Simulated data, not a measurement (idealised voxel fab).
process module | voxel wiring stack
cross-section cut | 245 nm wide | cells 5 nm
A cross-section is a grid of square cells, given in bands from the top down. A band is one or more rows of cells.
Each band's line starts with the height of the band's top and of its bottom, in nm. Then come its materials from left to right, each with its width in nm. One material with "throughout" fills the band from edge to edge. "air" is empty space.
Height 0 is the level under which the wafer as received is all one material. The lowest band goes on downwards, as in "0 down".
A width such as "30 to 40" changes by the same amount from each row of cells to the next, from the band's top row to its bottom row.
"no change" after a step means that no cell of the cross-section changed.
closed voids: empty space of 8 cells or more with no open way to the top, each as width x height at its distance from the left edge, in nm
after a step's settings: what the simulator itself notes on the step
overlay nm, on a step with a mask: how far to the right of its planned place the mask lay; to the left if negative
plan
1 op RECEIVE | material Si
2 op CONFORMAL_DEP | material SiO2 | thk nm 15
3 op DIRECTIONAL_DEP | material TiN | thk nm 5
4 op DIRECTIONAL_DEP | material W | thk nm 20
5 op DIRECTIONAL_DEP | material aC | thk nm 15
6 op PATTERN | tone cover | mask id METAL_1 | material resist | width nm 20 | pitch nm 50 | thk nm 35 | overlay nm 0
7 op DIRECTIONAL_ETCH | etch materials aC | depth nm 15
8 op STRIP | etch materials resist
9 op DIRECTIONAL_ETCH | etch materials W | depth nm 20
10 op DIRECTIONAL_ETCH | etch materials TiN | depth nm 5
11 op STRIP | etch materials aC
12 op FILL_DEP | material lowk | thk nm 10
13 op CMP | height nm 40
14 op CONFORMAL_DEP | material SiCN | thk nm 5
15 op DIRECTIONAL_DEP | material SiO2 | thk nm 15
16 op MASKED_ETCH | tone open | mask id PLUG_1 | width nm 15 | etch materials SiO2 | depth nm 15 | overlay nm 0
17 op MASKED_ETCH | tone open | mask id PLUG_1 | width nm 15 | etch materials SiCN | depth nm 5 | overlay nm 0
18 op EPI | material Ru | thk nm 10
19 op EPI | material Ru | thk nm 10
20 op DIRECTIONAL_DEP | material TiN | thk nm 5
21 op DIRECTIONAL_DEP | material Ru | thk nm 20
22 op MASKED_ETCH | tone cover | mask id METAL_2 | width nm 20 | pitch nm 50 | etch materials Ru | depth nm 20 | overlay nm 0
23 op MASKED_ETCH | tone cover | mask id METAL_2 | width nm 20 | pitch nm 50 | etch materials TiN | depth nm 5 | overlay nm 0
24 op CONFORMAL_DEP | material SiN | thk nm 5
25 op FILL_DEP | material lowk | thk nm 10
26 op CMP | height nm 85
27 op CONFORMAL_DEP | material SiCN | thk nm 5
28 op DIRECTIONAL_DEP | material lowk | thk nm 10
29 op DIRECTIONAL_DEP | material aC | thk nm 10
30 op PATTERN | tone open | mask id PLUG_2 | material resist | width nm 15 | thk nm 25 | overlay nm 0
31 op DIRECTIONAL_ETCH | etch materials aC | depth nm 10
32 op STRIP | etch materials resist
33 op DIRECTIONAL_ETCH | etch materials lowk | depth nm 10
34 op DIRECTIONAL_ETCH | etch materials SiCN | depth nm 5
35 op STRIP | etch materials aC
36 op CONFORMAL_DEP | material TiN | thk nm 5
37 op FILL_DEP | material Cu | thk nm 5
38 op CMP | height nm 100
39 op CONFORMAL_DEP | material SiN | thk nm 5
40 op DIRECTIONAL_DEP | material SiO2 | thk nm 15
41 op PATTERN | tone open | mask id METAL_3 | material resist | width nm 20 | pitch nm 50 | thk nm 20 | overlay nm 0
42 op DIRECTIONAL_ETCH | etch materials SiO2 | depth nm 15
43 op DIRECTIONAL_ETCH | etch materials SiN | depth nm 5
44 op STRIP | etch materials resist
45 op CONFORMAL_DEP | material TiN | thk nm 5
46 op FILL_DEP | material W | thk nm 5
47 op CMP | height nm 120
48 op EPI | material Ru | thk nm 5
49 op FILL_DEP | material SiCN | thk nm 5
50 op DIRECTIONAL_DEP | material lowk | thk nm 30
51 op MASKED_ETCH | tone open | mask id METAL_4_HOLES | width nm 15 | pitch nm 50 | etch materials lowk | depth nm 30 | overlay nm 0
52 op PATTERN | tone open | mask id METAL_4 | material resist | width nm 20 | pitch nm 50 | thk nm 20 | overlay nm 0
53 op DIRECTIONAL_ETCH | etch materials lowk | depth nm 15
54 op DIRECTIONAL_ETCH | etch materials SiCN | depth nm 5
55 op STRIP | etch materials resist
56 op CONFORMAL_DEP | material TiN | thk nm 5
57 op FILL_DEP | material Cu | thk nm 5
58 op CMP | height nm 160
59 op CONFORMAL_DEP | material SiCN | thk nm 5
as received, after step 1
  0 down: Si throughout
  closed voids: none
a wafer at the end: this start, this plan, one mistake
  165 to 160: SiCN throughout
  160 to 150: lowk 85 | TiN 5 | Cu 10 | TiN 5 | lowk 30 | TiN 5 | Cu 10 | TiN 5 | lowk 90
  150 to 145: lowk 85 | TiN 5 | Cu 5 | TiN 10 | lowk 30 | TiN 5 | Cu 5 | TiN 10 | lowk 90
  145 to 130: lowk 85 | TiN 5 | Cu 5 | TiN 5 | lowk 35 | TiN 5 | Cu 5 | TiN 5 | lowk 95
  130 to 125: SiCN 85 | TiN 15 | SiCN 35 | TiN 15 | SiCN 95
  125 to 120: SiCN 80 | Ru 30 | SiCN 20 | Ru 30 | SiCN 85
  120 to 105: SiO2 85 | TiN 5 | W 10 | TiN 5 | SiO2 30 | TiN 5 | W 10 | TiN 5 | SiO2 90
  105 to 100: SiN 85 | TiN 20 | SiN 30 | TiN 20 | SiN 90
  100 to 90: lowk 80 | TiN 5 | Cu 15 | TiN 5 | lowk 140
  90 to 85: SiCN 80 | TiN 25 | SiCN 140
  85 to 65: lowk 80 | SiN 5 | Ru 20 | SiN 5 | lowk 20 | SiN 5 | Ru 20 | SiN 5 | lowk 85
  65 to 60: SiN 85 | TiN 20 | SiN 30 | TiN 20 | SiN 90
  60 to 45: SiO2 85 | Ru 15 | SiO2 145
  45 to 40: SiCN 85 | Ru 15 | SiCN 145
  40 to 20: lowk 85 | W 20 | lowk 30 | W 20 | lowk 90
  20 to 15: lowk 85 | TiN 20 | lowk 30 | TiN 20 | lowk 90
  15 to 0: SiO2 throughout
  0 down: Si throughout
  closed voids: none
what went wrong: step 30 ran as: op PATTERN | tone open | mask id PLUG_2 | material resist | width nm 25 | thk nm 25 | overlay nm 0
